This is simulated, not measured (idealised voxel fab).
You're looking at the process module voxel self aligned contacts.
Cross-section cut spans 150 nm and uses square cells 5 nm in size.
Think of the cross-section as a grid of square cells. We describe it in bands, top to bottom, and each band covers one or more rows of those cells.
It is stipulated that each band's entry specify, in nanometres, the height of the top of the band and then that of its bottom, followed by the materials of the band in left-to-right sequence, each together with its width in nanometres. A single material marked by the word "edge to edge" is understood to fill the band from edge to edge; the word "empty" is understood to denote empty space.
Height reference: 0 = level under which incoming wafer is all one material. Lowest band: no bottom, runs on downward, e.g. "0 -> down".
Note: "30 to 40" means the width goes from the first number (top row of the band) to the second number (bottom row) in equal steps per row of cells.
Reading "no modification" for a step: not a cell of the cross-section changed in it.
Listed in "Enclosed void list": every empty space of 8 or more cells without an open way to the top. Form: width x height at distance, the distance being from the left edge, all in nm.
Text after the settings on a step's line: the simulator's own remark on that step.
Steps that use a mask can have "overlay nm" on their line. It says how far the mask sat to the right of where it was meant to be. Negative means to the left.
## These are the steps we planned for the process
1 RECEIVE,material Si
2 OXIDIZE,depth nm 5
3 DIRECTIONAL_DEP,material polySi,thk nm 30
4 DIRECTIONAL_DEP,material SiN,thk nm 20
5 MASKED_ETCH,tone cover,mask id GATE,width nm 35,pitch nm 70,etch materials SiN,depth nm 20,overlay nm 0
6 MASKED_ETCH,tone cover,mask id GATE,width nm 35,pitch nm 70,etch materials polySi,depth nm 30,overlay nm 0
7 CONFORMAL_DEP,material SiN,thk nm 5
8 DIRECTIONAL_ETCH,etch materials SiN,depth nm 5
9 FILL_DEP,material SiO2,thk nm 15
10 CMP,height nm 60
11 PATTERN,tone open,mask id CONTACT,material resist,width nm 45,thk nm 20,overlay nm 0
12 DIRECTIONAL_ETCH,etch materials SiO2,depth nm 65
13 STRIP,etch materials resist
14 CONFORMAL_DEP,material TiN,thk nm 5
15 FILL_DEP,material Ru,thk nm 10
16 CMP,height nm 60
17 CONFORMAL_DEP,material SiN,thk nm 5
## as received, after step 1
    0 -> down  Si edge to edge
    Enclosed void list: none
## Cross-sectional image of the first of two wafers at the end of the module, the run having proceeded as planned
    65 -> 60  SiN edge to edge
    60 -> 50  50 of SiO2, 5 to 15 of TiN, 35 to 15 of Ru, 5 to 15 of TiN, 55 of SiO2
    50 -> 30  15 of SiO2, 45 of SiN, 5 of TiN, 15 of Ru, 5 of TiN, 45 of SiN, 20 of SiO2
    30 -> 0  15 of SiO2, 5 of SiN, 35 of polySi, 5 of SiN, 5 of TiN, 15 of Ru, 5 of TiN, 5 of SiN, 35 of polySi, 5 of SiN, 20 of SiO2
    0 -> -5  60 of SiO2, 25 of TiN, 65 of SiO2
    -5 -> down  Si edge to edge
    Enclosed void list: none
## Wafer two cross-section, module end. Start and plan unchanged from wafer one; one mistake made during the run
    65 -> 60  SiN edge to edge
    60 -> 50  55 of SiO2, 5 to 10 of TiN, 35 to 15 of Ru, 5 to 20 of TiN, 50 of SiO2
    50 -> 30  15 of SiO2, 45 of SiN, 5 of TiN, 15 of Ru, 5 of TiN, 45 of SiN, 20 of SiO2
    30 -> 0  15 of SiO2, 5 of SiN, 35 of polySi, 5 of SiN, 5 of TiN, 15 of Ru, 5 of TiN, 5 of SiN, 35 of polySi, 5 of SiN, 20 of SiO2
    0 -> -5  60 of SiO2, 25 of TiN, 65 of SiO2
    -5 -> down  Si edge to edge
    Enclosed void list: none
Error vs. plan: step 11 did not use the planned setting and instead ran as PATTERN,tone open,mask id CONTACT,material resist,width nm 45,thk nm 20,overlay nm 5
Same inventory, different map: at the end, the second wafer holds as many cells of each material as the first, placed elsewhere.
